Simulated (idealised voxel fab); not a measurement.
The following process module bears the name voxel gate over fins.
For reference, the cross-section in this document is cut, with width 170 nm and square cells of 5 nm.
Heads up, the way a cross-section reads in here is a grid of square cells, handed over as bands from the top down, with every band being one or more rows of cells.
Basically the band line says how high the top is and how high the bottom is, in nm, and then what's in it from left to right, every material with its width in nm. Empty space shows up as "blank", and if a single material carries "full width" it runs the full band edge to edge.
Where do heights start? At 0: under that level the wafer as delivered is made of one material only. And the lowest band has no floor; it just carries on downward, as in "0 down".
Top row gets the first number, bottom row gets the second, and each row in between changes by the same step: that is how a band width like "30->40" works.
Given "remained unchanged" for a step, no cell of the cross-section differs between before and after that step.
"Fully enclosed voids" enumerates empty spaces isolated from the top, with no open way to it, that contain at least 8 cells, giving each as width x height at distance from the left edge, all three in nm.
It should be noted that, on the line of a given step, the content following the step's settings is a remark produced by the simulator itself with respect to that step.
A step line may carry the setting "overlay nm", which, for steps involving a mask, states the distance by which the mask lay to the right of its intended position; negative values denote displacement to the left.

So here's the lineup of process steps we planned
- 1: RECEIVE: material Si
- 2: CONFORMAL_DEP: material SiN, thk nm 10
- 3: DIRECTIONAL_DEP: material aC, thk nm 10
- 4: PATTERN: tone cover, mask id FINS, material resist, width nm 15, pitch nm 60, thk nm 30, overlay nm 0
- 5: DIRECTIONAL_ETCH: etch materials aC, depth nm 10
- 6: STRIP: etch materials resist
- 7: DIRECTIONAL_ETCH: etch materials SiN, depth nm 10
- 8: DIRECTIONAL_ETCH: etch materials Si, depth nm 35
- 9: STRIP: etch materials aC
- 10: OXIDIZE: depth nm 5
- 11: FILL_DEP: material SiO2, thk nm 5
- 12: CMP: height nm 10
- 13: DIRECTIONAL_DEP: material aC, thk nm 15
- 14: PATTERN: tone open, mask id RAIL, material resist, width nm 15, thk nm 30, overlay nm 0
- 15: DIRECTIONAL_ETCH: etch materials aC, depth nm 15
- 16: STRIP: etch materials resist
- 17: DIRECTIONAL_ETCH: etch materials SiO2, depth nm 40
- 18: STRIP: etch materials aC
- 19: CONFORMAL_DEP: material TiN, thk nm 5
- 20: FILL_DEP: material Ru, thk nm 10
- 21: CMP: height nm 10
- 22: SELECTIVE_ETCH: etch materials W Ru TiN, depth nm 30
- 23: FILL_DEP: material SiO2, thk nm 5
- 24: CMP: height nm 10
- 25: SELECTIVE_ETCH: etch materials SiO2, depth nm 25
- 26: STRIP: etch materials SiN
- 27: CONFORMAL_DEP: material HfO2, thk nm 5
- 28: CONFORMAL_DEP: material TiN, thk nm 5
- 29: CONFORMAL_DEP: material TiAl, thk nm 5
- 30: CONFORMAL_DEP: material TiN, thk nm 5
- 31: FILL_DEP: material W, thk nm 15
- 32: CMP: height nm 30
- 33: CONFORMAL_DEP: material SiCN, thk nm 5

Wafer as received: cross-section following step 1
	0 down = Si full width
	Fully enclosed voids: none

First of two wafers at the end of the module, shown in cross-section; run carried out as planned
	35 to 30 = SiCN full width
	30 to 20 = W full width
	20 to 15 = W=30 | TiN=45 | W=15 | TiN=45 | W=35
	15 to 10 = W=30 | TiN=5 | TiAl=35 | TiN=5 | W=15 | TiN=5 | TiAl=35 | TiN=5 | W=35
	10 to 5 = W=30 | TiN=5 | TiAl=5 | TiN=25 | TiAl=5 | TiN=5 | W=15 | TiN=5 | TiAl=5 | TiN=25 | TiAl=5 | TiN=5 | W=35
	5 to 0 = TiN=35 | TiAl=5 | TiN=5 | HfO2=15 | TiN=5 | TiAl=5 | TiN=25 | TiAl=5 | TiN=5 | HfO2=15 | TiN=5 | TiAl=5 | TiN=40
	0 to -5 = TiAl=40 | TiN=5 | HfO2=5 | Si=5 | HfO2=5 | TiN=5 | TiAl=35 | TiN=5 | HfO2=5 | Si=5 | HfO2=5 | TiN=5 | TiAl=45
	-5 to -10 = TiN=45 | HfO2=5 | Si=5 | HfO2=5 | TiN=45 | HfO2=5 | Si=5 | HfO2=5 | TiN=50
	-10 to -15 = HfO2=50 | Si=5 | HfO2=55 | Si=5 | HfO2=55
	-15 to -20 = SiO2=50 | Si=5 | SiO2=55 | Si=5 | SiO2=55
	-20 to -25 = SiO2=50 | Si=5 | SiO2=20 | TiN=5 | Ru=5 | TiN=5 | SiO2=20 | Si=5 | SiO2=55
	-25 to -30 = SiO2=50 | Si=5 | SiO2=20 | TiN=15 | SiO2=20 | Si=5 | SiO2=55
	-30 to -40 = SiO2=50 | Si=5 | SiO2=55 | Si=5 | SiO2=55
	-40 down = Si full width
	Fully enclosed voids: none

Wafer two, sectioned after the module: the first wafer's start, the first wafer's plan, and one mistake in how it was run
	35 to 30 = SiCN full width
	30 to 20 = W full width
	20 to 15 = W=30 | TiN=45 | W=15 | TiN=45 | W=35
	15 to 10 = W=30 | TiN=5 | TiAl=35 | TiN=5 | W=15 | TiN=5 | TiAl=35 | TiN=5 | W=35
	10 to 5 = W=30 | TiN=5 | TiAl=5 | TiN=25 | TiAl=5 | TiN=5 | W=15 | TiN=5 | TiAl=5 | TiN=25 | TiAl=5 | TiN=5 | W=35
	5 to 0 = TiN=35 | TiAl=5 | TiN=5 | HfO2=15 | TiN=5 | TiAl=5 | TiN=25 | TiAl=5 | TiN=5 | HfO2=15 | TiN=5 | TiAl=5 | TiN=40
	0 to -5 = TiAl=40 | TiN=5 | HfO2=5 | Si=5 | HfO2=5 | TiN=5 | TiAl=35 | TiN=5 | HfO2=5 | Si=5 | HfO2=5 | TiN=5 | TiAl=45
	-5 to -10 = TiN=45 | HfO2=5 | Si=5 | HfO2=5 | TiN=45 | HfO2=5 | Si=5 | HfO2=5 | TiN=50
	-10 to -15 = HfO2=50 | Si=5 | HfO2=55 | Si=5 | HfO2=55
	-15 to -20 = SiO2=50 | Si=5 | SiO2=55 | Si=5 | SiO2=55
	-20 to -25 = SiO2=50 | Si=5 | SiO2=25 | TiN=5 | Ru=5 | TiN=5 | SiO2=15 | Si=5 | SiO2=55
	-25 to -30 = SiO2=50 | Si=5 | SiO2=25 | TiN=15 | SiO2=15 | Si=5 | SiO2=55
	-30 to -40 = SiO2=50 | Si=5 | SiO2=55 | Si=5 | SiO2=55
	-40 down = Si full width
	Fully enclosed voids: none
What was the processing mistake? step 14 off recipe, ran as PATTERN: tone open, mask id RAIL, material resist, width nm 15, thk nm 30, overlay nm 5
If you tally the cells, the second wafer ends up with the same amount of every material as the first; it's all just sitting in different places.
